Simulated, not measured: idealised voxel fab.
This is a process module. Its name is voxel wiring stack.
The cross-section shown here is cut; it is 195 nm wide and divided into square cells measuring 5 nm on a side.
Heads up, the way a cross-section reads in here is a grid of square cells, handed over as bands from the top down, with every band being one or more rows of cells.
Top, bottom (nm), then materials left to right with widths (nm); lone material tagged "all across" fills the whole band edge to edge; "empty" = empty space.
Heights are expressed relative to 0, this being the level below which the as-received wafer comprises one material exclusively. The lowest band is unbounded in the downward direction and is denoted as in "0..down".
Think of "30->40" as a width that walks from the first number to the second as you go down the band, top row to bottom row, taking equal-sized steps from row to row.
Where the words "all unchanged" appear for a step, the cross-section shows no cell changed by that step; every cell remained as before.
Entry "Enclosed void catalog". Content: empty spaces with no open connection to the top, size 8 cells or greater. Each: width x height at distance. Distance: from left edge. Unit: nm.
Anything after a step's settings on that line? It's the simulator's own note about the step.
Steps that use a mask can have "overlay nm" on their line. It says how far the mask sat to the right of where it was meant to be. Negative means to the left.
Set out below are the planned steps of the process
1 RECEIVE | material Si
2 CONFORMAL_DEP | material SiO2 | thk nm 15
3 DIRECTIONAL_DEP | material TiN | thk nm 5
4 DIRECTIONAL_DEP | material W | thk nm 15
5 MASKED_ETCH | tone cover | mask id METAL_1 | width nm 30 | pitch nm 50 | etch materials W | depth nm 15 | overlay nm 0
6 MASKED_ETCH | tone cover | mask id METAL_1 | width nm 30 | pitch nm 50 | etch materials TiN | depth nm 5 | overlay nm 0
7 CONFORMAL_DEP | material SiN | thk nm 5
8 FILL_DEP | material SiO2 | thk nm 5
9 CMP | height nm 35
10 CONFORMAL_DEP | material SiCN | thk nm 5
11 DIRECTIONAL_DEP | material SiO2 | thk nm 10
12 MASKED_ETCH | tone open | mask id PLUG_1 | width nm 15 | pitch nm 50 | etch materials SiO2 | depth nm 10 | overlay nm 0
13 MASKED_ETCH | tone open | mask id PLUG_1 | width nm 15 | pitch nm 50 | etch materials SiCN | depth nm 5 | overlay nm 0
14 EPI | material Ru | thk nm 10
15 EPI | material Ru | thk nm 5
16 CONFORMAL_DEP | material SiN | thk nm 5
17 DIRECTIONAL_DEP | material lowk | thk nm 20
18 DIRECTIONAL_DEP | material aC | thk nm 15
19 PATTERN | tone open | mask id METAL_2 | material resist | width nm 30 | pitch nm 50 | thk nm 35 | overlay nm 0
20 DIRECTIONAL_ETCH | etch materials aC | depth nm 15
21 STRIP | etch materials resist
22 DIRECTIONAL_ETCH | etch materials lowk | depth nm 20
23 DIRECTIONAL_ETCH | etch materials SiN | depth nm 5
24 STRIP | etch materials aC
25 CONFORMAL_DEP | material TiN | thk nm 5
26 FILL_DEP | material Cu | thk nm 10
27 CMP | height nm 75
28 EPI | material Ru | thk nm 5
29 FILL_DEP | material SiCN | thk nm 5
The cross-section here shows the wafer as received, i.e. in its state after step 1
* 0..down = Si all across
* Enclosed void catalog: none
Starting wafer: above. Plan: above. Run: one mistake. Cross-section after the module: below
* 80..75 = 25 empty  40 Ru  10 empty  40 Ru  10 empty  40 Ru  30 empty
* 75..55 = 30 lowk  5 TiN  20 Cu  5 TiN  20 lowk  5 TiN  20 Cu  5 TiN  20 lowk  5 TiN  20 Cu  5 TiN  35 lowk
* 55..50 = 30 SiN  30 TiN  20 SiN  30 TiN  20 SiN  30 TiN  35 SiN
* 50..40 = 30 SiO2  15 Ru  35 SiO2  15 Ru  35 SiO2  15 Ru  50 SiO2
* 40..35 = 30 SiCN  15 Ru  35 SiCN  15 Ru  35 SiCN  15 Ru  50 SiCN
* 35..20 = 25 SiO2  5 SiN  30 W  5 SiN  10 SiO2  5 SiN  30 W  5 SiN  10 SiO2  5 SiN  30 W  5 SiN  30 SiO2
* 20..15 = 30 SiN  30 TiN  20 SiN  30 TiN  20 SiN  30 TiN  35 SiN
* 15..0 = SiO2 all across
* 0..down = Si all across
* Enclosed void catalog: none
Error vs. plan: step 29 of the plan was jumped over and never run
